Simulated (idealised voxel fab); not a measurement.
Process module name: voxel spacer lines
It is cross-section cut that appears here, measuring 185 nm in width, its square cells being 5 nm in size.
Heads up, the way a cross-section reads in here is a grid of square cells, handed over as bands from the top down, with every band being one or more rows of cells.
In this notation a band is specified by the heights of its top and bottom, in that order and in nm, after which its materials appear from left to right, each paired with its width in nm. The word "full width" attached to a single material means that material fills the band from edge to edge; the word "blank" stands for empty space.
Below 0: as-received wafer, all one material; heights counted from there. Lowest band: no bottom, goes on down, written "0 -> down".
Note: "30 to 40" means the width goes from the first number (top row of the band) to the second number (bottom row) in equal steps per row of cells.
Key: "no alteration" - step with no changed cell in the cross-section.
Listed in "Fully sealed cavities": every empty space of 8 or more cells without an open way to the top. Form: width x height at distance, the distance being from the left edge, all in nm.
If you see something after the settings on a step's line, that's the simulator's own remark about that step.
"overlay nm" on a masked step: distance the mask lay right of its planned place, negative for left.

The steps planned for the process are as follows
1. op RECEIVE | material Si
2. op CONFORMAL_DEP | material Al2O3 | thk nm 5
3. op DIRECTIONAL_DEP | material SiN | thk nm 10
4. op DIRECTIONAL_DEP | material polySi | thk nm 30
5. op PATTERN | tone cover | mask id MANDREL | material resist | width nm 15 | pitch nm 50 | thk nm 40 | overlay nm 0
6. op DIRECTIONAL_ETCH | etch materials polySi | depth nm 30
7. op STRIP | etch materials resist
8. op CONFORMAL_DEP | material SiO2 | thk nm 10
9. op DIRECTIONAL_ETCH | etch materials SiO2 | depth nm 10
10. op STRIP | etch materials polySi
11. op DIRECTIONAL_ETCH | etch materials SiN | depth nm 10
12. op STRIP | etch materials SiO2

First wafer out of two, processed as planned

Cross-section of the wafer as it came to us, i.e., already through step 1
* 0 -> down = Si full width
* Fully sealed cavities: none

After step 2
* 5 -> 0 = Al2O3 full width
* Below 0, the layers are the same as they were.

After step 3
* 15 -> 5 = SiN full width
* Below 5, the layers are the same as they were.

After step 4
* 45 -> 15 = polySi full width
* Below 15, the layers are the same as they were.

After step 5
* 85 -> 45 = blank: 60  resist: 15  blank: 35  resist: 15  blank: 60
* Below 45, the layers are the same as they were.

After step 6
* 85 -> 45 = blank: 60  resist: 15  blank: 35  resist: 15  blank: 60
* 45 -> 15 = blank: 60  polySi: 15  blank: 35  polySi: 15  blank: 60
* Below 15, the layers are the same as they were.

After step 7
* 45 -> 15 = blank: 60  polySi: 15  blank: 35  polySi: 15  blank: 60
* Below 15, the layers are the same as they were.

After step 8
* 55 -> 45 = blank: 50  SiO2: 35  blank: 15  SiO2: 35  blank: 50
* 45 -> 25 = blank: 50  SiO2: 10  polySi: 15  SiO2: 10  blank: 15  SiO2: 10  polySi: 15  SiO2: 10  blank: 50
* 25 -> 15 = SiO2: 60  polySi: 15  SiO2: 35  polySi: 15  SiO2: 60
* Below 15, the layers are the same as they were.

After step 9
* 45 -> 15 = blank: 50  SiO2: 10  polySi: 15  SiO2: 10  blank: 15  SiO2: 10  polySi: 15  SiO2: 10  blank: 50
* Below 15, the layers are the same as they were.

After step 10
* 45 -> 15 = blank: 50  SiO2: 10  blank: 15  SiO2: 10  blank: 15  SiO2: 10  blank: 15  SiO2: 10  blank: 50
* Below 15, the layers are the same as they were.

After step 11
* 45 -> 15 = blank: 50  SiO2: 10  blank: 15  SiO2: 10  blank: 15  SiO2: 10  blank: 15  SiO2: 10  blank: 50
* 15 -> 5 = blank: 50  SiN: 10  blank: 15  SiN: 10  blank: 15  SiN: 10  blank: 15  SiN: 10  blank: 50
* Below 5, the layers are the same as they were.

After step 12
* 15 -> 5 = blank: 50  SiN: 10  blank: 15  SiN: 10  blank: 15  SiN: 10  blank: 15  SiN: 10  blank: 50
* Below 5, the layers are the same as they were.

Second of two: same start, same plan, one run error; steps up to and including 1 match the first

Cross-section of the second wafer at the time by which step 2 should have been completed according to the plan
* 15 -> 0 = Al2O3 full width
* Below 0, the layers are the same as they were.

Cross-section of the second wafer at the time by which step 3 should have been completed according to the plan
* 25 -> 15 = SiN full width
* Below 15, the layers are the same as they were.

Cross-section of the second wafer at the time by which step 4 should have been completed according to the plan
* 55 -> 25 = polySi full width
* Below 25, the layers are the same as they were.

Cross-section of the second wafer at the time by which step 5 should have been completed according to the plan
* 95 -> 55 = blank: 60  resist: 15  blank: 35  resist: 15  blank: 60
* Below 55, the layers are the same as they were.

Cross-section of the second wafer at the time by which step 6 should have been completed according to the plan
* 95 -> 55 = blank: 60  resist: 15  blank: 35  resist: 15  blank: 60
* 55 -> 25 = blank: 60  polySi: 15  blank: 35  polySi: 15  blank: 60
* Below 25, the layers are the same as they were.

Cross-section of the second wafer at the time by which step 7 should have been completed according to the plan
* 55 -> 25 = blank: 60  polySi: 15  blank: 35  polySi: 15  blank: 60
* Below 25, the layers are the same as they were.

Cross-section of the second wafer at the time by which step 8 should have been completed according to the plan
* 65 -> 55 = blank: 50  SiO2: 35  blank: 15  SiO2: 35  blank: 50
* 55 -> 35 = blank: 50  SiO2: 10  polySi: 15  SiO2: 10  blank: 15  SiO2: 10  polySi: 15  SiO2: 10  blank: 50
* 35 -> 25 = SiO2: 60  polySi: 15  SiO2: 35  polySi: 15  SiO2: 60
* Below 25, the layers are the same as they were.

Cross-section of the second wafer at the time by which step 9 should have been completed according to the plan
* 55 -> 25 = blank: 50  SiO2: 10  polySi: 15  SiO2: 10  blank: 15  SiO2: 10  polySi: 15  SiO2: 10  blank: 50
* Below 25, the layers are the same as they were.

Cross-section of the second wafer at the time by which step 10 should have been completed according to the plan
* 55 -> 25 = blank: 50  SiO2: 10  blank: 15  SiO2: 10  blank: 15  SiO2: 10  blank: 15  SiO2: 10  blank: 50
* Below 25, the layers are the same as they were.

Cross-section of the second wafer at the time by which step 11 should have been completed according to the plan
* 55 -> 25 = blank: 50  SiO2: 10  blank: 15  SiO2: 10  blank: 15  SiO2: 10  blank: 15  SiO2: 10  blank: 50
* 25 -> 15 = blank: 50  SiN: 10  blank: 15  SiN: 10  blank: 15  SiN: 10  blank: 15  SiN: 10  blank: 50
* Below 15, the layers are the same as they were.

Cross-section of the second wafer at the time by which step 12 should have been completed according to the plan
* 25 -> 15 = blank: 50  SiN: 10  blank: 15  SiN: 10  blank: 15  SiN: 10  blank: 15  SiN: 10  blank: 50
* Below 15, the layers are the same as they were.
Misprocessing identified: rather than as planned, step 2 actually ran as op CONFORMAL_DEP | material Al2O3 | thk nm 15
Heads up, by the end the second wafer has more or fewer cells of some materials compared to the first: +74 Al2O3
